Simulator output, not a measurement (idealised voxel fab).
The following process module bears the name voxel capacitor over wiring.
This is section cut - it's 205 nm across, gridded in 5 nm square cells.
In this document a cross-section is written as a grid of square cells. It is given as a series of bands, listed from the top down, and a band is one or more rows of cells. A band entry consists of two parts. The first gives the height of the band's top and the height of its bottom, in nm. The rest lists the band's materials from left to right, each with its width in nm. A single material labelled with the word "edge to edge" fills the band from edge to edge, and the word "empty" marks empty space. Beneath 0, the wafer as received is one material, and that level is where height counting begins. The lowest band goes on downward without a bottom; it is written like "0 down". You'd read "30 to 40" like this: the band's top row of cells is as wide as the first number, its bottom row is as wide as the second, and going down, every row changes width by the same amount as the row before did. "no alterations made" -> step changed no cross-section cell. The entry "Closed-off voids" lists the empty spaces that cover at least 8 cells and have no open path to the top. Each is written as width x height at distance, where the distance is measured from the left edge and all three values are in nm. What comes after the settings on a step's line is commentary from the simulator itself on that step. What "overlay nm" on a step's line means: if the step has a mask, that mask lay this far to the right of its planned place, or, when the value is negative, to the left.

THESE ARE THE STEPS WE PLANNED FOR THE PROCESS
1: RECEIVE with material Si
2: CONFORMAL_DEP with material SiO2, thk nm 10
3: DIRECTIONAL_DEP with material TiN, thk nm 5
4: DIRECTIONAL_DEP with material Ru, thk nm 20
5: MASKED_ETCH with tone cover, mask id METAL_1, width nm 25, pitch nm 90, etch materials Ru, depth nm 20, overlay nm 0
6: MASKED_ETCH with tone cover, mask id METAL_1, width nm 25, pitch nm 90, etch materials TiN, depth nm 5, overlay nm 0
7: CONFORMAL_DEP with material SiN, thk nm 5
8: FILL_DEP with material SiO2, thk nm 10
9: CMP with height nm 35
10: CONFORMAL_DEP with material SiCN, thk nm 5
11: DIRECTIONAL_DEP with material lowk, thk nm 20
12: DIRECTIONAL_DEP with material aC, thk nm 10
13: PATTERN with tone open, mask id PLUG_1, material resist, width nm 15, thk nm 30, overlay nm 0
14: DIRECTIONAL_ETCH with etch materials aC, depth nm 10
15: STRIP with etch materials resist
16: DIRECTIONAL_ETCH with etch materials lowk, depth nm 20
17: DIRECTIONAL_ETCH with etch materials SiCN, depth nm 5
18: STRIP with etch materials aC
19: EPI with material Ru, thk nm 10
20: EPI with material Ru, thk nm 10
21: EPI with material Ru, thk nm 5
22: DIRECTIONAL_DEP with material TiN, thk nm 10
23: DIRECTIONAL_DEP with material SiN, thk nm 5
24: DIRECTIONAL_DEP with material TiN, thk nm 5
25: PATTERN with tone cover, mask id UPPER_PLATE, material resist, width nm 70, thk nm 15, overlay nm 0
26: DIRECTIONAL_ETCH with etch materials TiN, depth nm 5
27: DIRECTIONAL_ETCH with etch materials SiN, depth nm 5
28: STRIP with etch materials resist
29: DIRECTIONAL_DEP with material aC, thk nm 15
30: PATTERN with tone cover, mask id LOWER_PLATE, material resist, width nm 80, thk nm 30, overlay nm 0
31: DIRECTIONAL_ETCH with etch materials aC, depth nm 15
32: STRIP with etch materials resist
33: DIRECTIONAL_ETCH with etch materials TiN, depth nm 10
34: STRIP with etch materials aC
35: FILL_DEP with material SiO2, thk nm 20
36: CMP with height nm 95
37: MASKED_ETCH with tone open, mask id PLUG_2, width nm 15, etch materials SiO2, depth nm 15, overlay nm 0
38: CONFORMAL_DEP with material TiN, thk nm 5
39: FILL_DEP with material W, thk nm 10
40: CMP with height nm 95
41: CONFORMAL_DEP with material SiN, thk nm 5

STEP 1 COMPLETE: CROSS-SECTION OF THE WAFER AS RECEIVED
  0 down  Si edge to edge
  Closed-off voids: none

END STATE OF THE MODULE IN CROSS-SECTION, GIVEN THE ABOVE STARTING POINT AND PLAN AND ONE MISTAKE IN EXECUTION
  100 to 95  SiN edge to edge
  95 to 90  65 SiO2 / 5 TiN / 5 W / 5 TiN / 125 SiO2
  90 to 80  65 to 55 SiO2 / 15 to 70 TiN / 125 to 80 SiO2
  80 to 75  55 SiO2 / 70 SiN / 80 SiO2
  75 to 65  50 SiO2 / 80 TiN / 75 SiO2
  65 to 60  TiN edge to edge
  60 to 40  55 lowk / 15 Ru / 135 lowk
  40 to 35  55 SiCN / 15 Ru / 135 SiCN
  35 to 15  40 SiO2 / 5 SiN / 25 Ru / 5 SiN / 55 SiO2 / 5 SiN / 25 Ru / 5 SiN / 40 SiO2
  15 to 10  45 SiN / 25 TiN / 65 SiN / 25 TiN / 45 SiN
  10 to 0  SiO2 edge to edge
  0 down  Si edge to edge
  Closed-off voids: none
Deviation noted in wafer processing: step 22 did not happen as planned, as run it was DIRECTIONAL_DEP with material TiN, thk nm 15
